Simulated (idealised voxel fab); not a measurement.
process module | voxel capacitor over wiring
cross-section cut | 215 nm wide | cells 5 nm
A cross-section is a grid of square cells, given in bands from the top down. A band is one or more rows of cells.
Each band's line starts with the height of the band's top and of its bottom, in nm. Then come its materials from left to right, each with its width in nm. One material with "throughout" fills the band from edge to edge. "air" is empty space.
Height 0 is the level under which the wafer as received is all one material. The lowest band goes on downwards, as in "0 down".
A width such as "30 to 40" changes by the same amount from each row of cells to the next, from the band's top row to its bottom row.
"no change" after a step means that no cell of the cross-section changed.
closed voids: empty space of 8 cells or more with no open way to the top, each as width x height at its distance from the left edge, in nm
after a step's settings: what the simulator itself notes on the step
overlay nm, on a step with a mask: how far to the right of its planned place the mask lay; to the left if negative
plan
1 op RECEIVE | material Si
2 op CONFORMAL_DEP | material SiO2 | thk nm 15
3 op DIRECTIONAL_DEP | material TiN | thk nm 5
4 op DIRECTIONAL_DEP | material W | thk nm 20
5 op MASKED_ETCH | tone cover | mask id METAL_1 | width nm 20 | pitch nm 90 | etch materials W | depth nm 20 | overlay nm 0
6 op MASKED_ETCH | tone cover | mask id METAL_1 | width nm 20 | pitch nm 90 | etch materials TiN | depth nm 5 | overlay nm 0
7 op FILL_DEP | material SiO2 | thk nm 10
8 op CMP | height nm 40
9 op CONFORMAL_DEP | material SiCN | thk nm 5
10 op DIRECTIONAL_DEP | material SiO2 | thk nm 15
11 op MASKED_ETCH | tone open | mask id PLUG_1 | width nm 15 | etch materials SiO2 | depth nm 15 | overlay nm 0
12 op MASKED_ETCH | tone open | mask id PLUG_1 | width nm 15 | etch materials SiCN | depth nm 5 | overlay nm 0
13 op CONFORMAL_DEP | material TiN | thk nm 5
14 op FILL_DEP | material Ru | thk nm 5
15 op CMP | height nm 60
16 op DIRECTIONAL_DEP | material TiN | thk nm 5
17 op DIRECTIONAL_DEP | material HfO2 | thk nm 5
18 op DIRECTIONAL_DEP | material TiN | thk nm 5
19 op PATTERN | tone cover | mask id UPPER_PLATE | material resist | width nm 75 | thk nm 20 | overlay nm 0
20 op DIRECTIONAL_ETCH | etch materials TiN | depth nm 5
21 op DIRECTIONAL_ETCH | etch materials HfO2 | depth nm 5
22 op STRIP | etch materials resist
23 op MASKED_ETCH | tone cover | mask id LOWER_PLATE | width nm 85 | etch materials TiN | depth nm 5 | overlay nm 0
24 op FILL_DEP | material SiO2 | thk nm 15
25 op CMP | height nm 85
26 op MASKED_ETCH | tone open | mask id PLUG_2 | width nm 15 | etch materials SiO2 | depth nm 10 | overlay nm 0
27 op CONFORMAL_DEP | material TiN | thk nm 5
28 op FILL_DEP | material W | thk nm 10
29 op CMP | height nm 85
30 op CONFORMAL_DEP | material SiN | thk nm 5
as received, after step 1
  0 down: Si throughout
  closed voids: none
a wafer at the end: this start, this plan, one mistake
  90 to 85: SiN throughout
  85 to 80: SiO2 65 | TiN 5 | W 5 | TiN 5 | SiO2 135
  80 to 70: SiO2 65 to 55 | TiN 15 to 75 | SiO2 135 to 85
  70 to 65: SiO2 55 | HfO2 75 | SiO2 85
  65 to 60: SiO2 50 | TiN 85 | SiO2 80
  60 to 45: SiO2 55 | TiN 5 | Ru 5 | TiN 5 | SiO2 145
  45 to 40: SiCN 55 | TiN 15 | SiCN 145
  40 to 35: SiO2 50 | W 20 | SiO2 70 | W 20 | SiO2 55
  35 to 30: SiO2 50 | TiN 20 | SiO2 70 | TiN 20 | SiO2 55
  30 to 0: SiO2 throughout
  0 down: Si throughout
  closed voids: none
what went wrong: step 2 was run twice
